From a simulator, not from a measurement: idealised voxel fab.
process module | voxel ribs on slabs
cross-section cut | 220 nm wide | cells 5 nm
A cross-section is a grid of square cells, given in bands from the top down. A band is one or more rows of cells.
Each band's line starts with the height of the band's top and of its bottom, in nm. Then come its materials from left to right, each with its width in nm. One material with "throughout" fills the band from edge to edge. "air" is empty space.
Height 0 is the level under which the wafer as received is all one material. The lowest band goes on downwards, as in "0 down".
A width such as "30 to 40" changes by the same amount from each row of cells to the next, from the band's top row to its bottom row.
"no change" after a step means that no cell of the cross-section changed.
closed voids: empty space of 8 cells or more with no open way to the top, each as width x height at its distance from the left edge, in nm
after a step's settings: what the simulator itself notes on the step
overlay nm, on a step with a mask: how far to the right of its planned place the mask lay; to the left if negative
plan
1 op RECEIVE | material Si
2 op DIRECTIONAL_DEP | material SiO2 | thk nm 20
3 op DIRECTIONAL_DEP | material polySi | thk nm 20
4 op PATTERN | tone cover | mask id RIB | material resist | width nm 20 | thk nm 20 | overlay nm 0
5 op DIRECTIONAL_ETCH | etch materials polySi | depth nm 5
6 op STRIP | etch materials resist
7 op DIRECTIONAL_DEP | material aC | thk nm 10
8 op PATTERN | tone cover | mask id SLAB | material resist | width nm 70 | thk nm 30 | overlay nm 0
9 op DIRECTIONAL_ETCH | etch materials aC | depth nm 10
10 op STRIP | etch materials resist
11 op DIRECTIONAL_ETCH | etch materials polySi | depth nm 15
12 op STRIP | etch materials aC
13 op FILL_DEP | material SiO2 | thk nm 20
14 op CMP | height nm 55
15 op DIRECTIONAL_DEP | material TiN | thk nm 10
16 op PATTERN | tone cover | mask id HEATER | material resist | width nm 30 | thk nm 15 | overlay nm 0
17 op DIRECTIONAL_ETCH | etch materials TiN | depth nm 10
18 op STRIP | etch materials resist
19 op CONFORMAL_DEP | material SiN | thk nm 5
as received, after step 1
  0 down: Si throughout
  closed voids: none
a wafer at the end: this start, this plan, one mistake
  65 to 55: air 95 | TiN 30 | air 95
  55 to 40: SiO2 throughout
  40 to 35: SiO2 100 | polySi 20 | SiO2 100
  35 to 20: SiO2 75 | polySi 70 | SiO2 75
  20 to 0: SiO2 throughout
  0 down: Si throughout
  closed voids: none
what went wrong: step 19 was left out
